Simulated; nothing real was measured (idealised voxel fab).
process module | voxel ribs on slabs
cross-section cut | 150 nm wide | cells 5 nm
A cross-section is a grid of square cells, given in bands from the top down. A band is one or more rows of cells.
Each band's line starts with the height of the band's top and of its bottom, in nm. Then come its materials from left to right, each with its width in nm. One material with "throughout" fills the band from edge to edge. "air" is empty space.
Height 0 is the level under which the wafer as received is all one material. The lowest band goes on downwards, as in "0 down".
A width such as "30 to 40" changes by the same amount from each row of cells to the next, from the band's top row to its bottom row.
"no change" after a step means that no cell of the cross-section changed.
closed voids: empty space of 8 cells or more with no open way to the top, each as width x height at its distance from the left edge, in nm
after a step's settings: what the simulator itself notes on the step
overlay nm, on a step with a mask: how far to the right of its planned place the mask lay; to the left if negative
plan
1 op RECEIVE | material Si
2 op DIRECTIONAL_DEP | material SiO2 | thk nm 25
3 op DIRECTIONAL_DEP | material polySi | thk nm 15
4 op DIRECTIONAL_DEP | material aC | thk nm 10
5 op PATTERN | tone cover | mask id RIB | material resist | width nm 25 | thk nm 25 | overlay nm -15
6 op DIRECTIONAL_ETCH | etch materials aC | depth nm 10
7 op STRIP | etch materials resist
8 op DIRECTIONAL_ETCH | etch materials polySi | depth nm 10
9 op STRIP | etch materials aC
10 op PATTERN | tone cover | mask id SLAB | material resist | width nm 85 | thk nm 20 | overlay nm 0
11 op DIRECTIONAL_ETCH | etch materials polySi | depth nm 5
12 op STRIP | etch materials resist
13 op FILL_DEP | material SiO2 | thk nm 25
14 op CMP | height nm 60
15 op DIRECTIONAL_DEP | material W | thk nm 5
16 op DIRECTIONAL_DEP | material aC | thk nm 15
17 op PATTERN | tone cover | mask id HEATER | material resist | width nm 35 | thk nm 30 | overlay nm 0
18 op DIRECTIONAL_ETCH | etch materials aC | depth nm 15
19 op STRIP | etch materials resist
20 op DIRECTIONAL_ETCH | etch materials W | depth nm 5
21 op STRIP | etch materials aC
22 op CONFORMAL_DEP | material SiO2 | thk nm 5
varied across the wafers: overlay nm of step 5. The plan shows the first wafer's value. All wafers start alike
first wafer as received, after step 1
  0 down: Si throughout
  closed voids: none
each wafer at the end: cells of each material gained (+) or lost (-) since it was received, then its closed voids
overlay nm -15 | +365 SiO2 | +7 W | +27 polySi | closed voids: none
overlay nm -10 | +365 SiO2 | +7 W | +27 polySi | closed voids: none
overlay nm -5 | +365 SiO2 | +7 W | +27 polySi | closed voids: none
overlay nm 0 | +365 SiO2 | +7 W | +27 polySi | closed voids: none
overlay nm 5 | +365 SiO2 | +7 W | +27 polySi | closed voids: none
overlay nm 10 | +365 SiO2 | +7 W | +27 polySi | closed voids: none
overlay nm 15 | +365 SiO2 | +7 W | +27 polySi | closed voids: none
